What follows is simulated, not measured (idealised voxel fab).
Proc. module: voxel released beams
Shown is cross-section cut, with a width of 170 nm and square cells of size 5 nm.
Heads up, the way a cross-section reads in here is a grid of square cells, handed over as bands from the top down, with every band being one or more rows of cells.
It is stipulated that each band's entry specify, in nanometres, the height of the top of the band and then that of its bottom, followed by the materials of the band in left-to-right sequence, each together with its width in nanometres. A single material marked by the word "throughout" is understood to fill the band from edge to edge; the word "air" is understood to denote empty space.
Measure heights from 0. That's the level where, below it, the as-received wafer is all one material. The lowest band is bottomless and extends downward; write it as in "top 0, no bottom".
So if you see something like "30..40" for the width, read it as the top row of the band sitting at the first number and the bottom row at the second, with every row in between moving by the same amount as the last.
Reading "no modifications" for a step: not a cell of the cross-section changed in it.
Each empty space that has no open way to the top and spans at least 8 cells appears under "Closed void inventory" as width x height at distance, the distance counted from the left edge, all in nm.
Text after the settings on a step's line: the simulator's own remark on that step.
Steps that use a mask can have "overlay nm" on their line. It says how far the mask sat to the right of where it was meant to be. Negative means to the left.

**Process steps - plan**
1: RECEIVE,material Si
2: CONFORMAL_DEP,material SiN,thk nm 5
3: DIRECTIONAL_DEP,material SiO2,thk nm 10
4: DIRECTIONAL_DEP,material aC,thk nm 10
5: PATTERN,tone open,mask id ANCHOR,material resist,width nm 25,thk nm 25,overlay nm 0
6: DIRECTIONAL_ETCH,etch materials aC,depth nm 10
7: STRIP,etch materials resist
8: DIRECTIONAL_ETCH,etch materials SiO2,depth nm 10
9: STRIP,etch materials aC
10: CONFORMAL_DEP,material TiN,thk nm 10
11: DIRECTIONAL_DEP,material aC,thk nm 15
12: PATTERN,tone cover,mask id BEAM,material resist,width nm 85,thk nm 35,overlay nm 0
13: DIRECTIONAL_ETCH,etch materials aC,depth nm 15
14: STRIP,etch materials resist
15: DIRECTIONAL_ETCH,etch materials TiN,depth nm 10
16: STRIP,etch materials aC
17: STRIP,etch materials SiO2

**Cross-sectional view of the wafer in its as-received condition, corresponding to the state after step 1**
	top 0, no bottom  Si throughout
	Closed void inventory: none

**Looking at the first of two wafers in cross-section at end of module - ran to plan**
	top 25, bottom 15  40 of air, then 15 of TiN, then 5 of air, then 65 of TiN, then 45 of air
	top 15, bottom 5  45 of air, then 25 of TiN, then 100 of air
	top 5, bottom 0  SiN throughout
	top 0, no bottom  Si throughout
	Closed void inventory: none

**The second wafer, shown in cross-section after the module: started the same way as the first and given the same plan, yet one mistake crept into how it was run**
	top 25, bottom 15  40 of air, then 40 of TiN, then 90 of air
	top 15, bottom 5  35 of air, then 10 of TiN, then 25 of SiO2, then 55 of TiN, then 45 of air
	top 5, bottom 0  SiN throughout
	top 0, no bottom  Si throughout
	Closed void inventory: none
Against the plan, the run slipped here: rather than as planned, step 5 actually ran as PATTERN,tone cover,mask id ANCHOR,material resist,width nm 25,thk nm 25,overlay nm 0
Final wafer comparison in cells, second versus first, more or fewer per material: SiO2: 10 more
